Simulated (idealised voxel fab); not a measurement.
process module | voxel plated lines
cross-section cut | 180 nm wide | cells 5 nm
A cross-section is a grid of square cells, given in bands from the top down. A band is one or more rows of cells.
Each band's line starts with the height of the band's top and of its bottom, in nm. Then come its materials from left to right, each with its width in nm. One material with "throughout" fills the band from edge to edge. "air" is empty space.
Height 0 is the level under which the wafer as received is all one material. The lowest band goes on downwards, as in "0 down".
A width such as "30 to 40" changes by the same amount from each row of cells to the next, from the band's top row to its bottom row.
"no change" after a step means that no cell of the cross-section changed.
closed voids: empty space of 8 cells or more with no open way to the top, each as width x height at its distance from the left edge, in nm
after a step's settings: what the simulator itself notes on the step
overlay nm, on a step with a mask: how far to the right of its planned place the mask lay; to the left if negative
plan
1 op RECEIVE | material Si
2 op CONFORMAL_DEP | material SiN | thk nm 10
3 op DIRECTIONAL_DEP | material TiN | thk nm 5
4 op PATTERN | tone open | mask id LINES | material resist | width nm 15 | pitch nm 40 | thk nm 30 | overlay nm 0
5 op EPI | material Ru | thk nm 10
6 op EPI | material Ru | thk nm 10
7 op STRIP | etch materials resist
8 op DIRECTIONAL_ETCH | etch materials TiN | depth nm 5
9 op CONFORMAL_DEP | material SiCN | thk nm 10
first wafer, as planned
as received, after step 1
  0 down: Si throughout
  closed voids: none
after step 2
  10 to 0: SiN throughout
  below 0: unchanged
after step 3
  15 to 10: TiN throughout
  below 10: unchanged
after step 4
  45 to 15: resist 20 | air 15 | resist 25 | air 15 | resist 25 | air 15 | resist 25 | air 15 | resist 25
  below 15: unchanged
after step 5
  45 to 25: resist 20 | air 15 | resist 25 | air 15 | resist 25 | air 15 | resist 25 | air 15 | resist 25
  25 to 15: resist 20 | Ru 15 | resist 25 | Ru 15 | resist 25 | Ru 15 | resist 25 | Ru 15 | resist 25
  below 15: unchanged
after step 6
  45 to 35: resist 20 | air 15 | resist 25 | air 15 | resist 25 | air 15 | resist 25 | air 15 | resist 25
  35 to 15: resist 20 | Ru 15 | resist 25 | Ru 15 | resist 25 | Ru 15 | resist 25 | Ru 15 | resist 25
  below 15: unchanged
after step 7
  35 to 15: air 20 | Ru 15 | air 25 | Ru 15 | air 25 | Ru 15 | air 25 | Ru 15 | air 25
  below 15: unchanged
after step 8
  35 to 15: air 20 | Ru 15 | air 25 | Ru 15 | air 25 | Ru 15 | air 25 | Ru 15 | air 25
  15 to 10: air 20 | TiN 15 | air 25 | TiN 15 | air 25 | TiN 15 | air 25 | TiN 15 | air 25
  below 10: unchanged
after step 9
  45 to 35: air 10 | SiCN 35 | air 5 | SiCN 35 | air 5 | SiCN 35 | air 5 | SiCN 35 | air 15
  35 to 20: air 10 | SiCN 10 | Ru 15 | SiCN 10 | air 5 | SiCN 10 | Ru 15 | SiCN 10 | air 5 | SiCN 10 | Ru 15 | SiCN 10 | air 5 | SiCN 10 | Ru 15 | SiCN 10 | air 15
  20 to 15: SiCN 20 | Ru 15 | SiCN 25 | Ru 15 | SiCN 25 | Ru 15 | SiCN 25 | Ru 15 | SiCN 25
  15 to 10: SiCN 20 | TiN 15 | SiCN 25 | TiN 15 | SiCN 25 | TiN 15 | SiCN 25 | TiN 15 | SiCN 25
  below 10: unchanged
second wafer: like start, like plan, one mistake. Through step 5 it matches the first wafer
when step 6 should have ended
  25 to 15: air 20 | Ru 15 | air 25 | Ru 15 | air 25 | Ru 15 | air 25 | Ru 15 | air 25
  below 15: unchanged
when step 7 should have ended
  35 to 25: air 10 | Ru 35 | air 5 | Ru 35 | air 5 | Ru 35 | air 5 | Ru 35 | air 15
  25 to 15: Ru throughout
  below 15: unchanged
when step 8 should have ended: no change
when step 9 should have ended
  45 to 35: SiCN 175 | air 5
  35 to 25: SiCN 10 | Ru 35 | SiCN 5 | Ru 35 | SiCN 5 | Ru 35 | SiCN 5 | Ru 35 | SiCN 15
  below 25: unchanged
what went wrong: steps 6 and 7 were swapped
at the end the second wafer has, in cells: 80 more of Ru | 66 fewer of SiCN | 24 more of TiN
